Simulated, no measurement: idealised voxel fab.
Title: Process Module voxel fin reveal
For reference, the cross-section in this document is cut, with width 155 nm and square cells of 5 nm.
This document writes a cross-section as a grid whose cells are square, and gives it as bands, listed from the top down; one or more rows of cells form a band.
Heights first: top, then bottom, in nm. Then materials, left to right, each with a width in nm. "full width" on a single material: fills the band edge to edge. "air": empty space.
All heights in this document are referenced to 0, defined as the level beneath which the wafer, as received, consists entirely of one material. The lowest band is not bounded below; it extends indefinitely downward and is written in the form "0 -> down".
Width "30..40": first value at the band's top row of cells, second value at its bottom row, equal change from row to row.
Any step labelled "remained the same" changed none of the cells in the cross-section.
Heads up: "Enclosed void entries" only lists the empty pockets with no open path to the top that are 8 cells or more, and it writes them as width x height at distance, distance from the left edge, in nm.
The remark found on a step's line after its settings is issued by the simulator itself and pertains to that step.
When a step includes a mask, the "overlay nm" setting on its line states how far to the right of its planned place that mask lay, and negative values state how far to the left.
Listed below are the process steps as planned:
1) RECEIVE with material Si
2) CONFORMAL_DEP with material SiN, thk nm 10
3) DIRECTIONAL_DEP with material aC, thk nm 15
4) PATTERN with tone cover, mask id FINS, material resist, width nm 15, pitch nm 40, thk nm 30, overlay nm 0
5) DIRECTIONAL_ETCH with etch materials aC, depth nm 15
6) STRIP with etch materials resist
7) DIRECTIONAL_ETCH with etch materials SiN, depth nm 10
8) DIRECTIONAL_ETCH with etch materials Si, depth nm 30
9) STRIP with etch materials aC
10) FILL_DEP with material SiO2, thk nm 15
11) CMP with height nm 10
12) SELECTIVE_ETCH with etch materials SiO2, depth nm 30
13) STRIP with etch materials SiN
14) CONFORMAL_DEP with material HfO2, thk nm 5
Be aware that, although all wafers share a common starting state, the width nm at step 4 differs among them, and the plan displays the first wafer's value.
Cross-section of the first of several wafers on receipt, reflecting completion of step 1:
> 0 -> down: Si full width
> Enclosed void entries: none
At the end of the module, after its last step, step 14, the first of several wafers appears in cross-section as follows:
> 5 -> 0: 45 of air | 25 of HfO2 | 15 of air | 25 of HfO2 | 45 of air
> 0 -> -15: 45 of air | 5 of HfO2 | 15 of Si | 5 of HfO2 | 15 of air | 5 of HfO2 | 15 of Si | 5 of HfO2 | 45 of air
> -15 -> -20: 50 of HfO2 | 15 of Si | 25 of HfO2 | 15 of Si | 50 of HfO2
> -20 -> -30: 50 of SiO2 | 15 of Si | 25 of SiO2 | 15 of Si | 50 of SiO2
> -30 -> down: Si full width
> Enclosed void entries: none
So this is the cross-section on the last wafer at the end of the module:
> 5 -> 0: 40 of air | 35 of HfO2 | 5 of air | 35 of HfO2 | 40 of air
> 0 -> -15: 40 of air | 5 of HfO2 | 25 of Si | 5 of HfO2 | 5 of air | 5 of HfO2 | 25 of Si | 5 of HfO2 | 40 of air
> -15 -> -20: 45 of HfO2 | 25 of Si | 15 of HfO2 | 25 of Si | 45 of HfO2
> -20 -> -30: 45 of SiO2 | 25 of Si | 15 of SiO2 | 25 of Si | 45 of SiO2
> -30 -> down: Si full width
> Enclosed void entries: none
Below, a row for every wafer. Read it as the end-of-module picture: for each material the wafer shows its cells gained (+) or lost (-) since it was received, and then its closed voids:
width nm 15; +47 HfO2; -150 Si; +50 SiO2; Enclosed void entries: none
width nm 20; +47 HfO2; -138 Si; +46 SiO2; Enclosed void entries: none
width nm 25; +47 HfO2; -126 Si; +42 SiO2; Enclosed void entries: none
